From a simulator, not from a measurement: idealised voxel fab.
process module | voxel released beams
cross-section cut | 250 nm wide | cells 5 nm
A cross-section is a grid of square cells, given in bands from the top down. A band is one or more rows of cells.
Each band's line starts with the height of the band's top and of its bottom, in nm. Then come its materials from left to right, each with its width in nm. One material with "throughout" fills the band from edge to edge. "air" is empty space.
Height 0 is the level under which the wafer as received is all one material. The lowest band goes on downwards, as in "0 down".
A width such as "30 to 40" changes by the same amount from each row of cells to the next, from the band's top row to its bottom row.
"no change" after a step means that no cell of the cross-section changed.
closed voids: empty space of 8 cells or more with no open way to the top, each as width x height at its distance from the left edge, in nm
after a step's settings: what the simulator itself notes on the step
overlay nm, on a step with a mask: how far to the right of its planned place the mask lay; to the left if negative
plan
1 op RECEIVE | material Si
2 op CONFORMAL_DEP | material SiN | thk nm 5
3 op DIRECTIONAL_DEP | material SiO2 | thk nm 10
4 op MASKED_ETCH | tone open | mask id ANCHOR | width nm 40 | etch materials SiO2 | depth nm 10 | overlay nm 0
5 op CONFORMAL_DEP | material polySi | thk nm 15
6 op DIRECTIONAL_DEP | material aC | thk nm 5
7 op PATTERN | tone cover | mask id BEAM | material resist | width nm 115 | thk nm 25 | overlay nm 0
8 op DIRECTIONAL_ETCH | etch materials aC | depth nm 10
9 op STRIP | etch materials resist
10 op DIRECTIONAL_ETCH | etch materials polySi | depth nm 15
11 op STRIP | etch materials aC
12 op STRIP | etch materials SiO2
varied across the wafers: thk nm of step 6. The plan shows the first wafer's value. All wafers start alike
first wafer as received, after step 1
  0 down: Si throughout
  closed voids: none
first wafer at the end, after step 12
  30 to 20: air 65 | polySi 20 | air 10 | polySi 85 | air 70
  20 to 15: air 65 | polySi 115 | air 70
  15 to 5: air 70 | polySi 40 | air 140
  5 to 0: SiN throughout
  0 down: Si throughout
  closed voids: none
last wafer at the end
  30 to 20: polySi 85 | air 10 | polySi 155
  20 to 15: polySi throughout
  15 to 5: SiO2 70 | polySi 40 | SiO2 140
  5 to 0: SiN throughout
  0 down: Si throughout
  closed voids: none
each wafer at the end: cells of each material gained (+) or lost (-) since it was received, then its closed voids
thk nm 5 | +50 SiN | +81 polySi | closed voids: none
thk nm 10 | +50 SiN | +81 polySi | closed voids: none
thk nm 15 | +50 SiN | +84 SiO2 | +162 polySi | closed voids: none
thk nm 20 | +50 SiN | +84 SiO2 | +162 polySi | closed voids: none
thk nm 25 | +50 SiN | +84 SiO2 | +162 polySi | closed voids: none
